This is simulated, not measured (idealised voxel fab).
process module | voxel quadruple lines
cross-section cut | 285 nm wide | cells 5 nm
A cross-section is a grid of square cells, given in bands from the top down. A band is one or more rows of cells.
Each band's line starts with the height of the band's top and of its bottom, in nm. Then come its materials from left to right, each with its width in nm. One material with "throughout" fills the band from edge to edge. "air" is empty space.
Height 0 is the level under which the wafer as received is all one material. The lowest band goes on downwards, as in "0 down".
A width such as "30 to 40" changes by the same amount from each row of cells to the next, from the band's top row to its bottom row.
"no change" after a step means that no cell of the cross-section changed.
closed voids: empty space of 8 cells or more with no open way to the top, each as width x height at its distance from the left edge, in nm
after a step's settings: what the simulator itself notes on the step
overlay nm, on a step with a mask: how far to the right of its planned place the mask lay; to the left if negative
plan
1 op RECEIVE | material Si
2 op CONFORMAL_DEP | material SiO2 | thk nm 10
3 op DIRECTIONAL_DEP | material W | thk nm 10
4 op DIRECTIONAL_DEP | material polySi | thk nm 20
5 op DIRECTIONAL_DEP | material aC | thk nm 20
6 op PATTERN | tone cover | mask id MANDREL | material resist | width nm 30 | pitch nm 80 | thk nm 25 | overlay nm 0
7 op DIRECTIONAL_ETCH | etch materials aC | depth nm 20
8 op STRIP | etch materials resist
9 op CONFORMAL_DEP | material SiO2 | thk nm 10
10 op DIRECTIONAL_ETCH | etch materials SiO2 | depth nm 10
11 op STRIP | etch materials aC
12 op DIRECTIONAL_ETCH | etch materials polySi | depth nm 20
13 op STRIP | etch materials SiO2
14 op CONFORMAL_DEP | material SiCN | thk nm 5
15 op DIRECTIONAL_ETCH | etch materials SiCN | depth nm 10
16 op STRIP | etch materials polySi
17 op DIRECTIONAL_ETCH | etch materials W | depth nm 10
18 op STRIP | etch materials SiCN
varied across the wafers: thk nm of step 14. The plan shows the first wafer's value. All wafers start alike
first wafer as received, after step 1
  0 down: Si throughout
  closed voids: none
first wafer at the end, after step 18
  20 to 10: air 70 | W 5 | air 10 | W 5 | air 20 | W 5 | air 10 | W 5 | air 20 | W 5 | air 10 | W 5 | air 20 | W 5 | air 10 | W 5 | air 75
  10 to 0: SiO2 throughout
  0 down: Si throughout
  closed voids: none
last wafer at the end
  40 to 20: air 75 | polySi 10 | air 30 | polySi 10 | air 30 | polySi 10 | air 30 | polySi 10 | air 80
  20 to 10: W throughout
  10 to 0: SiO2 throughout
  0 down: Si throughout
  closed voids: none
each wafer at the end: cells of each material gained (+) or lost (-) since it was received, then its closed voids
thk nm 5 | +114 SiO2 | +16 W | closed voids: none
thk nm 10 | +114 SiO2 | +32 W | closed voids: none
thk nm 15 | +114 SiO2 | +114 W | +32 polySi | closed voids: none
thk nm 20 | +114 SiO2 | +114 W | +32 polySi | closed voids: none
thk nm 25 | +114 SiO2 | +114 W | +32 polySi | closed voids: none
